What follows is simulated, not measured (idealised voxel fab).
Process module under the name voxel released beams
185 nm wide, 5 nm square cells: that's cross-section cut.
Think of the cross-section as a grid of square cells. We describe it in bands, top to bottom, and each band covers one or more rows of those cells.
Each band's line starts with the height of the band's top and of its bottom, in nm. Then come its materials from left to right, each with its width in nm. One material with "all across" fills the band from edge to edge. "empty" is empty space.
Height datum 0, below which the as-received substrate wafer is one material. Lowest band open at the bottom, running downward: "z 0 and below".
Think of "30..40" as a width that walks from the first number to the second as you go down the band, top row to bottom row, taking equal-sized steps from row to row.
Step marked "no modification"? Then no cell in the cross-section changed in it.
Each empty space that has no open way to the top and spans at least 8 cells appears under "Fully sealed voids" as width x height at distance, the distance counted from the left edge, all in nm.
On a step's line, text after the settings is the simulator commenting on that step.
A step's line can hold "overlay nm"; with a mask on that step, the setting says how far right of the planned place the mask lay, while a negative setting says it lay to the left.

LISTED BELOW ARE THE PROCESS STEPS AS PLANNED
1. RECEIVE with material Si
2. CONFORMAL_DEP with material SiN, thk nm 5
3. DIRECTIONAL_DEP with material SiO2, thk nm 15
4. PATTERN with tone open, mask id ANCHOR, material resist, width nm 30, thk nm 20, overlay nm 0
5. DIRECTIONAL_ETCH with etch materials SiO2, depth nm 15
6. STRIP with etch materials resist
7. CONFORMAL_DEP with material TiN, thk nm 10
8. MASKED_ETCH with tone cover, mask id BEAM, width nm 95, etch materials TiN, depth nm 10, overlay nm 0
9. STRIP with etch materials SiO2

SO THIS IS THE INCOMING WAFER IN CROSS-SECTION - IT'S ALREADY BEEN THROUGH STEP 1
- z 0 and below: Si all across
- Fully sealed voids: none

MODULE COMPLETE, CROSS-SECTION. STARTING POINT AND PLAN PER ABOVE. ONE MISTAKE MADE IN RUNNING THE MODULE
- z 25 to 15: 40 empty, 15 TiN, 10 empty, 70 TiN, 50 empty
- z 15 to 10: 45 empty, 10 TiN, 10 empty, 10 TiN, 110 empty
- z 10 to 0: 45 empty, 30 TiN, 110 empty
- z 0 and below: Si all across
- Fully sealed voids: none
The plan and the run diverged here: plan step 2: skipped, not run
